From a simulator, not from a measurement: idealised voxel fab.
Presented below is a process module, voxel wiring stack.
Xsec cut, 290 nm wide, square cell size 5 nm.
Think of the cross-section as a grid of square cells. We describe it in bands, top to bottom, and each band covers one or more rows of those cells. Band entry format. Leading values: height of top, height of bottom, nm. Remainder: materials in left-to-right order, each with its width in nm. Special words: "all across" on a single material, which then fills the band edge to edge; "blank", empty space. We count height from 0. Below that, the starting wafer is all one material. The lowest band never ends at the bottom but goes on down; see "top 0, no bottom" for how that is written. Width: "30->40" (first number = top row, second number = bottom row, same change from row to row of cells). "changes: none" means the step left every cell of the cross-section as it was. Each empty space that has no open way to the top and spans at least 8 cells appears under "Trapped void list" as width x height at distance, the distance counted from the left edge, all in nm. Past the settings on a step's line: simulator remark, on that step. "overlay nm", when on a step's line for a step with a mask, measures how far to the right of its planned place the mask lay; a negative measure means to the left.
# The following list gives the planned process steps
1,RECEIVE | material Si
2,CONFORMAL_DEP | material SiO2 | thk nm 15
3,CONFORMAL_DEP | material SiN | thk nm 5
4,DIRECTIONAL_DEP | material SiO2 | thk nm 15
5,PATTERN | tone open | mask id METAL_1 | material resist | width nm 20 | pitch nm 50 | thk nm 20 | overlay nm 0
6,DIRECTIONAL_ETCH | etch materials SiO2 | depth nm 15
7,DIRECTIONAL_ETCH | etch materials SiN | depth nm 5
8,STRIP | etch materials resist
9,CONFORMAL_DEP | material TiN | thk nm 5
10,FILL_DEP | material Cu | thk nm 5
11,CMP | height nm 35
12,CONFORMAL_DEP | material SiCN | thk nm 5
13,DIRECTIONAL_DEP | material SiO2 | thk nm 25
14,DIRECTIONAL_DEP | material aC | thk nm 15
15,PATTERN | tone open | mask id METAL_2_HOLES | material resist | width nm 15 | pitch nm 100 | thk nm 35 | overlay nm 0
16,DIRECTIONAL_ETCH | etch materials aC | depth nm 15
17,STRIP | etch materials resist
18,DIRECTIONAL_ETCH | etch materials SiO2 | depth nm 25
19,STRIP | etch materials aC
20,PATTERN | tone open | mask id METAL_2 | material resist | width nm 20 | pitch nm 50 | thk nm 15 | overlay nm 0
21,DIRECTIONAL_ETCH | etch materials SiO2 | depth nm 15
22,DIRECTIONAL_ETCH | etch materials SiCN | depth nm 5
23,STRIP | etch materials resist
24,CONFORMAL_DEP | material TiN | thk nm 5
25,FILL_DEP | material Ru | thk nm 10
26,CMP | height nm 65
27,CONFORMAL_DEP | material SiCN | thk nm 5
28,DIRECTIONAL_DEP | material lowk | thk nm 30
29,PATTERN | tone open | mask id METAL_3_HOLES | material resist | width nm 15 | pitch nm 100 | thk nm 20 | overlay nm 0
30,DIRECTIONAL_ETCH | etch materials lowk | depth nm 30
31,STRIP | etch materials resist
32,MASKED_ETCH | tone open | mask id METAL_3 | width nm 20 | pitch nm 50 | etch materials lowk | depth nm 20 | overlay nm 0
33,MASKED_ETCH | tone open | mask id METAL_3 | width nm 20 | pitch nm 50 | etch materials SiCN | depth nm 5 | overlay nm 0
34,CONFORMAL_DEP | material TiN | thk nm 5
35,FILL_DEP | material Ru | thk nm 10
36,CMP | height nm 100
37,CONFORMAL_DEP | material SiCN | thk nm 5
38,DIRECTIONAL_DEP | material lowk | thk nm 10
39,MASKED_ETCH | tone open | mask id PLUG_3 | width nm 15 | pitch nm 50 | etch materials lowk | depth nm 10 | overlay nm 0
40,MASKED_ETCH | tone open | mask id PLUG_3 | width nm 15 | pitch nm 50 | etch materials SiCN | depth nm 5 | overlay nm 0
41,EPI | material Ru | thk nm 10
42,EPI | material Ru | thk nm 5
43,CONFORMAL_DEP | material SiN | thk nm 5
44,DIRECTIONAL_DEP | material lowk | thk nm 15
45,DIRECTIONAL_DEP | material aC | thk nm 15
46,PATTERN | tone open | mask id METAL_4 | material resist | width nm 20 | pitch nm 50 | thk nm 35 | overlay nm 0
47,DIRECTIONAL_ETCH | etch materials aC | depth nm 15
48,STRIP | etch materials resist
49,DIRECTIONAL_ETCH | etch materials lowk | depth nm 15
50,DIRECTIONAL_ETCH | etch materials SiN | depth nm 5
51,STRIP | etch materials aC
52,CONFORMAL_DEP | material TiN | thk nm 5
53,FILL_DEP | material Ru | thk nm 5
54,CMP | height nm 135
55,EPI | material Ru | thk nm 5
56,FILL_DEP | material SiCN | thk nm 5
# Cross-section of the wafer as it came to us, i.e., already through step 1
	top 0, no bottom: Si all across
	Trapped void list: none
# Run as planned - first of the two wafers cross-sectioned at the end of the module
	top 145, bottom 140: SiCN all across
	top 140, bottom 135: 80 SiCN; 30 Ru; 20 SiCN; 30 Ru; 20 SiCN; 30 Ru; 80 SiCN
	top 135, bottom 120: 85 lowk; 5 TiN; 10 Ru; 5 TiN; 30 lowk; 5 TiN; 10 Ru; 5 TiN; 30 lowk; 5 TiN; 10 Ru; 5 TiN; 85 lowk
	top 120, bottom 115: 85 SiN; 20 TiN; 30 SiN; 20 TiN; 30 SiN; 20 TiN; 85 SiN
	top 115, bottom 105: 85 lowk; 15 Ru; 35 lowk; 15 Ru; 35 lowk; 15 Ru; 90 lowk
	top 105, bottom 100: 85 SiCN; 15 Ru; 35 SiCN; 15 Ru; 35 SiCN; 15 Ru; 90 SiCN
	top 100, bottom 85: 85 lowk; 5 TiN; 10 Ru; 5 TiN; 30 lowk; 5 TiN; 10 Ru; 5 TiN; 30 lowk; 5 TiN; 10 Ru; 5 TiN; 85 lowk
	top 85, bottom 80: 85 lowk; 5 TiN; 5 Ru; 10 TiN; 30 lowk; 20 TiN; 30 lowk; 5 TiN; 5 Ru; 10 TiN; 85 lowk
	top 80, bottom 70: 85 lowk; 5 TiN; 5 Ru; 5 TiN; 85 lowk; 5 TiN; 5 Ru; 5 TiN; 90 lowk
	top 70, bottom 65: 85 SiCN; 15 TiN; 85 SiCN; 15 TiN; 90 SiCN
	top 65, bottom 55: 85 SiO2; 5 TiN; 10 Ru; 5 TiN; 30 SiO2; 5 TiN; 10 Ru; 5 TiN; 30 SiO2; 5 TiN; 10 Ru; 5 TiN; 85 SiO2
	top 55, bottom 50: 85 SiO2; 5 TiN; 5 Ru; 10 TiN; 30 SiO2; 20 TiN; 30 SiO2; 5 TiN; 5 Ru; 10 TiN; 85 SiO2
	top 50, bottom 40: 85 SiO2; 5 TiN; 5 Ru; 5 TiN; 85 SiO2; 5 TiN; 5 Ru; 5 TiN; 90 SiO2
	top 40, bottom 35: 85 SiCN; 15 TiN; 85 SiCN; 15 TiN; 90 SiCN
	top 35, bottom 20: 85 SiO2; 5 TiN; 10 Cu; 5 TiN; 30 SiO2; 5 TiN; 10 Cu; 5 TiN; 30 SiO2; 5 TiN; 10 Cu; 5 TiN; 85 SiO2
	top 20, bottom 15: 85 SiN; 20 TiN; 30 SiN; 20 TiN; 30 SiN; 20 TiN; 85 SiN
	top 15, bottom 0: SiO2 all across
	top 0, no bottom: Si all across
	Trapped void list: none
# Cross-section at end of module for the second wafer of two, which matched the first in starting point and plan and differed by one mistake in its processing
	top 145, bottom 140: SiCN all across
	top 140, bottom 135: 80 SiCN; 30 Ru; 20 SiCN; 30 Ru; 20 SiCN; 30 Ru; 80 SiCN
	top 135, bottom 120: 85 lowk; 5 TiN; 10 Ru; 5 TiN; 30 lowk; 5 TiN; 10 Ru; 5 TiN; 30 lowk; 5 TiN; 10 Ru; 5 TiN; 85 lowk
	top 120, bottom 115: 85 SiN; 20 TiN; 30 SiN; 20 TiN; 30 SiN; 20 TiN; 85 SiN
	top 115, bottom 105: 85 lowk; 15 Ru; 35 lowk; 15 Ru; 35 lowk; 15 Ru; 90 lowk
	top 105, bottom 100: 85 SiCN; 15 Ru; 35 SiCN; 15 Ru; 35 SiCN; 15 Ru; 90 SiCN
	top 100, bottom 85: 85 lowk; 5 TiN; 10 Ru; 5 TiN; 30 lowk; 5 TiN; 10 Ru; 5 TiN; 30 lowk; 5 TiN; 10 Ru; 5 TiN; 85 lowk
	top 85, bottom 80: 85 lowk; 5 TiN; 5 Ru; 10 TiN; 30 lowk; 20 TiN; 30 lowk; 5 TiN; 5 Ru; 10 TiN; 85 lowk
	top 80, bottom 70: 85 lowk; 5 TiN; 5 Ru; 5 TiN; 85 lowk; 5 TiN; 5 Ru; 5 TiN; 90 lowk
	top 70, bottom 65: 85 SiCN; 15 TiN; 85 SiCN; 15 TiN; 90 SiCN
	top 65, bottom 55: 85 SiO2; 5 TiN; 10 Ru; 5 TiN; 35 SiO2; 5 TiN; 5 Ru; 5 TiN; 30 SiO2; 5 TiN; 10 Ru; 5 TiN; 85 SiO2
	top 55, bottom 50: 85 SiO2; 5 TiN; 5 Ru; 10 TiN; 35 SiO2; 15 TiN; 30 SiO2; 5 TiN; 5 Ru; 10 TiN; 85 SiO2
	top 50, bottom 45: 85 SiO2; 5 TiN; 5 Ru; 5 TiN; 85 SiO2; 5 TiN; 5 Ru; 5 TiN; 90 SiO2
	top 45, bottom 40: 85 SiO2; 15 TiN; 85 SiO2; 15 TiN; 90 SiO2
	top 40, bottom 35: 90 SiCN; 10 TiN; 90 SiCN; 10 TiN; 90 SiCN
	top 35, bottom 20: 85 SiO2; 5 TiN; 10 Cu; 5 TiN; 30 SiO2; 5 TiN; 10 Cu; 5 TiN; 30 SiO2; 5 TiN; 10 Cu; 5 TiN; 85 SiO2
	top 20, bottom 15: 85 SiN; 20 TiN; 30 SiN; 20 TiN; 30 SiN; 20 TiN; 85 SiN
	top 15, bottom 0: SiO2 all across
	top 0, no bottom: Si all across
	Trapped void list: none
Here's what went sideways: step 20 did not happen as planned, as run it was PATTERN | tone open | mask id METAL_2 | material resist | width nm 15 | pitch nm 50 | thk nm 15 | overlay nm 0
Final difference in cells, second wafer against first, listed per material as more or fewer: -4 Ru; +2 SiCN; +3 SiO2; -1 TiN
